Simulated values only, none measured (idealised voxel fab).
Process module name: voxel capacitor over wiring
Cross-section cut spans 190 nm and uses square cells 5 nm in size.
A cross-section is a grid of square cells, given in bands from the top down. A band is one or more rows of cells. This entry defines a band. It first specifies the height of the band's top and the height of its bottom in nm, and then specifies the band's materials from left to right, stating each material with its width in nm. The word "full width" identifies a single material that fills the band from edge to edge, while the word "air" identifies empty space. Heights from 0 (as-received wafer is one material below). Bottom band endless downward, as "0..down". The two numbers in a width such as "30..40" mark its ends across the band: the first belongs to the top row of cells, the second to the bottom row, and from each row to the next the width moves by the same amount. A step reported as "remains unaltered" is a step in which no cell of the cross-section changed. "Trapped voids": sealed empty spaces, 8 cells or more, no open way to top, listed width x height at distance, with distance from the left edge and width, height and distance in nm. The remark found on a step's line after its settings is issued by the simulator itself and pertains to that step. A step line may carry the setting "overlay nm", which, for steps involving a mask, states the distance by which the mask lay to the right of its intended position; negative values denote displacement to the left.

-- Steps planned for the process
- 1: RECEIVE (material Si)
- 2: CONFORMAL_DEP (material SiO2; thk nm 15)
- 3: DIRECTIONAL_DEP (material TiN; thk nm 5)
- 4: DIRECTIONAL_DEP (material Ru; thk nm 20)
- 5: DIRECTIONAL_DEP (material aC; thk nm 10)
- 6: PATTERN (tone cover; mask id METAL_1; material resist; width nm 20; pitch nm 70; thk nm 25; overlay nm 0)
- 7: DIRECTIONAL_ETCH (etch materials aC; depth nm 10)
- 8: STRIP (etch materials resist)
- 9: DIRECTIONAL_ETCH (etch materials Ru; depth nm 20)
- 10: DIRECTIONAL_ETCH (etch materials TiN; depth nm 5)
- 11: STRIP (etch materials aC)
- 12: CONFORMAL_DEP (material SiN; thk nm 5)
- 13: FILL_DEP (material SiO2; thk nm 10)
- 14: CMP (height nm 40)
- 15: CONFORMAL_DEP (material SiCN; thk nm 5)
- 16: DIRECTIONAL_DEP (material lowk; thk nm 10)
- 17: MASKED_ETCH (tone open; mask id PLUG_1; width nm 15; etch materials lowk; depth nm 10; overlay nm 0)
- 18: MASKED_ETCH (tone open; mask id PLUG_1; width nm 15; etch materials SiCN; depth nm 5; overlay nm 0)
- 19: EPI (material Ru; thk nm 10)
- 20: EPI (material Ru; thk nm 5)
- 21: DIRECTIONAL_DEP (material TiN; thk nm 5)
- 22: DIRECTIONAL_DEP (material HfO2; thk nm 5)
- 23: DIRECTIONAL_DEP (material TiN; thk nm 5)
- 24: DIRECTIONAL_DEP (material aC; thk nm 10)
- 25: PATTERN (tone cover; mask id UPPER_PLATE; material resist; width nm 55; thk nm 30; overlay nm 0)
- 26: DIRECTIONAL_ETCH (etch materials aC; depth nm 10)
- 27: STRIP (etch materials resist)
- 28: DIRECTIONAL_ETCH (etch materials TiN; depth nm 5)
- 29: DIRECTIONAL_ETCH (etch materials HfO2; depth nm 5)
- 30: STRIP (etch materials aC)
- 31: MASKED_ETCH (tone cover; mask id LOWER_PLATE; width nm 65; etch materials TiN; depth nm 5; overlay nm 0)
- 32: FILL_DEP (material SiO2; thk nm 15)
- 33: CMP (height nm 80)
- 34: PATTERN (tone open; mask id PLUG_2; material resist; width nm 15; thk nm 15; overlay nm 0)
- 35: DIRECTIONAL_ETCH (etch materials SiO2; depth nm 10)
- 36: STRIP (etch materials resist)
- 37: CONFORMAL_DEP (material TiN; thk nm 5)
- 38: FILL_DEP (material Cu; thk nm 5)
- 39: CMP (height nm 80)
- 40: CONFORMAL_DEP (material SiN; thk nm 5)

-- Step 1 complete: cross-section of the wafer as received
    0..down: Si full width
    Trapped voids: none

-- Module complete - cross-section of the first of two wafers, run according to plan
    85..80: SiN full width
    80..75: SiO2: 65; TiN: 5; Cu: 5; TiN: 5; SiO2: 110
    75..65: SiO2: 65..55; TiN: 15..55; SiO2: 110..80
    65..60: SiO2: 55; HfO2: 55; SiO2: 80
    60..55: SiO2: 50; TiN: 65; SiO2: 75
    55..45: lowk: 55; Ru: 15; lowk: 120
    45..40: SiCN: 55; Ru: 15; SiCN: 120
    40..20: SiO2: 45; SiN: 5; Ru: 20; SiN: 5; SiO2: 40; SiN: 5; Ru: 20; SiN: 5; SiO2: 45
    20..15: SiN: 50; TiN: 20; SiN: 50; TiN: 20; SiN: 50
    15..0: SiO2 full width
    0..down: Si full width
    Trapped voids: none

-- This cross-section belongs to the second wafer of two at the end of the module; the start and the plan were shared with the first, and the run included one mistake
    85..80: SiN full width
    80..70: SiO2: 55..50; TiN: 55..65; SiO2: 80..75
    70..65: TiN full width
    65..60: HfO2 full width
    60..55: TiN full width
    55..45: lowk: 55; Ru: 15; lowk: 120
    45..40: SiCN: 55; Ru: 15; SiCN: 120
    40..20: SiO2: 45; SiN: 5; Ru: 20; SiN: 5; SiO2: 40; SiN: 5; Ru: 20; SiN: 5; SiO2: 45
    20..15: SiN: 50; TiN: 20; SiN: 50; TiN: 20; SiN: 50
    15..0: SiO2 full width
    0..down: Si full width
    Trapped voids: none
The plan and the run diverged here: step 23 off recipe, ran as DIRECTIONAL_DEP (material TiN; thk nm 15)
Cell-count delta at end, second wafer over first, by material: Cu: 1 fewer | HfO2: 27 more | SiO2: 97 fewer | TiN: 71 more
